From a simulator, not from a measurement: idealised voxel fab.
The name of this process module is voxel self aligned contacts.
The cross-section shown here is cut; it is 200 nm wide and divided into square cells measuring 5 nm on a side.
Just so we're on the same page, the cross-sections are grids of square cells, and they're listed out in bands top to bottom, each band one or more rows deep.
Look at the band entry: it leads with the top's height and the bottom's height in nm. Then it lists the materials left to right, with a width in nm for each. The word "all across" on a single material says that material fills the band edge to edge. The word "blank" is empty space.
For the purposes of this specification, 0 denotes the height below which the wafer in its as-received condition is composed wholly of one material, and the lowermost band, lacking a lower limit, extends downward without end, as expressed in "0 -> down".
Width: "30..40" (first number = top row, second number = bottom row, same change from row to row of cells).
The designation "no alteration", where it is given for a processing step, indicates that no cell of the cross-section was altered in the course of that step.
The entry "Sealed internal voids" lists the empty spaces that cover at least 8 cells and have no open path to the top. Each is written as width x height at distance, where the distance is measured from the left edge and all three values are in nm.
Text after the settings on a step's line: the simulator's own remark on that step.
What "overlay nm" on a step's line means: if the step has a mask, that mask lay this far to the right of its planned place, or, when the value is negative, to the left.
[Steps in the process plan]
step 1: RECEIVE: material Si
step 2: CONFORMAL_DEP: material SiO2, thk nm 5
step 3: DIRECTIONAL_DEP: material polySi, thk nm 20
step 4: DIRECTIONAL_DEP: material SiN, thk nm 20
step 5: PATTERN: tone cover, mask id GATE, material resist, width nm 35, pitch nm 70, thk nm 20, overlay nm 0
step 6: DIRECTIONAL_ETCH: etch materials SiN, depth nm 20
step 7: DIRECTIONAL_ETCH: etch materials polySi, depth nm 20
step 8: STRIP: etch materials resist
step 9: CONFORMAL_DEP: material SiN, thk nm 5
step 10: DIRECTIONAL_ETCH: etch materials SiN, depth nm 5
step 11: FILL_DEP: material SiO2, thk nm 20
step 12: CMP: height nm 55
step 13: MASKED_ETCH: tone open, mask id CONTACT, width nm 55, etch materials SiO2, depth nm 55, overlay nm 0
step 14: CONFORMAL_DEP: material TiN, thk nm 5
step 15: FILL_DEP: material Ru, thk nm 5
step 16: CMP: height nm 55
step 17: CONFORMAL_DEP: material SiN, thk nm 5
[Step 1 complete: cross-section of the wafer as received]
	0 -> down | Si all across
	Sealed internal voids: none
[First of two wafers at the end of the module, shown in cross-section; run carried out as planned]
	60 -> 55 | SiN all across
	55 -> 45 | 70 of SiO2, then 5..20 of TiN, then 45..15 of Ru, then 5..20 of TiN, then 75 of SiO2
	45 -> 25 | 40 of SiO2, then 45 of SiN, then 5 of TiN, then 15 of Ru, then 5 of TiN, then 45 of SiN, then 45 of SiO2
	25 -> 5 | 40 of SiO2, then 5 of SiN, then 35 of polySi, then 5 of SiN, then 5 of TiN, then 15 of Ru, then 5 of TiN, then 5 of SiN, then 35 of polySi, then 5 of SiN, then 45 of SiO2
	5 -> 0 | 85 of SiO2, then 25 of TiN, then 90 of SiO2
	0 -> down | Si all across
	Sealed internal voids: none
[End of module, second wafer, cross-section. Started like the first, planned like the first, run with one mistake]
	60 -> 55 | SiN all across
	55 -> 45 | 70 of SiO2, then 5..15 of TiN, then 45..15 of Ru, then 5..25 of TiN, then 75 of SiO2
	45 -> 25 | 35 of SiO2, then 45 of SiN, then 5 of TiN, then 15 of Ru, then 5 of TiN, then 45 of SiN, then 50 of SiO2
	25 -> 5 | 35 of SiO2, then 5 of SiN, then 35 of polySi, then 5 of SiN, then 5 of TiN, then 15 of Ru, then 5 of TiN, then 5 of SiN, then 35 of polySi, then 5 of SiN, then 50 of SiO2
	5 -> 0 | 80 of SiO2, then 25 of TiN, then 95 of SiO2
	0 -> down | Si all across
	Sealed internal voids: none
In executing the process, a mistake was made relative to the plan: note that step 5 departed from the planned setting and was carried out as PATTERN: tone cover, mask id GATE, material resist, width nm 35, pitch nm 70, thk nm 20, overlay nm -5
So at the finish, the second wafer's got exactly as many cells of each material as the first, just not in the same spots.
